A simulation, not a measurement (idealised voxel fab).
Herein follows the process module entitled voxel ribs on slabs.
Square cell edge 5 nm, section width 290 nm, ID cut.
If you're reading a cross-section in this doc, picture square cells in a grid; it comes to you as bands, top ones listed first down to the bottom, and a band can be one or more rows of cells. Each band's line starts with the height of the band's top and of its bottom, in nm. Then come its materials from left to right, each with its width in nm. One material with "all across" fills the band from edge to edge. "blank" is empty space. Ref level 0: as-received wafer is one material below here. Bottom band extends down with no lower bound ("top 0, no bottom"). The expression "30..40" gives the width at the extremes of the band, the first number at its top row of cells and the second at its bottom row, with the width changing by equal amounts from each row to the next in between. Step marked "stayed the same"? Then no cell in the cross-section changed in it. Basically, "Closed void inventory" tells you about the enclosed voids: empty spaces with no open way to the top, 8 cells or bigger, each written width x height at distance, where distance is from the left edge, all in nm. Post-settings text on a step line: simulator's own remark regarding the step. overlay nm: mask offset rightward from planned place, masked step; negative means leftward offset.
Process steps (planned)
step 1: RECEIVE,material Si
step 2: DIRECTIONAL_DEP,material SiO2,thk nm 25
step 3: DIRECTIONAL_DEP,material polySi,thk nm 20
step 4: PATTERN,tone cover,mask id RIB,material resist,width nm 20,thk nm 15,overlay nm 0
step 5: DIRECTIONAL_ETCH,etch materials polySi,depth nm 15
step 6: STRIP,etch materials resist
step 7: PATTERN,tone cover,mask id SLAB,material resist,width nm 70,thk nm 15,overlay nm 0
step 8: DIRECTIONAL_ETCH,etch materials polySi,depth nm 5
step 9: STRIP,etch materials resist
step 10: FILL_DEP,material SiO2,thk nm 15
step 11: CMP,height nm 55
step 12: DIRECTIONAL_DEP,material W,thk nm 10
step 13: MASKED_ETCH,tone cover,mask id HEATER,width nm 30,etch materials W,depth nm 10,overlay nm 0
step 14: CONFORMAL_DEP,material SiN,thk nm 5
Where the wafers of this document differ is in the width nm of step 7; they start out the same, and the plan states the value that applied to the first wafer.
Cross-section of the first of several wafers as received (after step 1)
top 0, no bottom: Si all across
Closed void inventory: none
The rows of the table below are wafers. Looking at the end of the module, a row counts, for every material, the cells the wafer has gained, shown as (+), or lost, shown as (-), since it was received; its closed voids come next
width nm 70; +62 SiN; +612 SiO2; +12 W; +26 polySi; Closed void inventory: none
width nm 75; +62 SiN; +611 SiO2; +12 W; +27 polySi; Closed void inventory: none
width nm 80; +62 SiN; +610 SiO2; +12 W; +28 polySi; Closed void inventory: none
width nm 85; +62 SiN; +609 SiO2; +12 W; +29 polySi; Closed void inventory: none
width nm 90; +62 SiN; +608 SiO2; +12 W; +30 polySi; Closed void inventory: none
width nm 95; +62 SiN; +607 SiO2; +12 W; +31 polySi; Closed void inventory: none
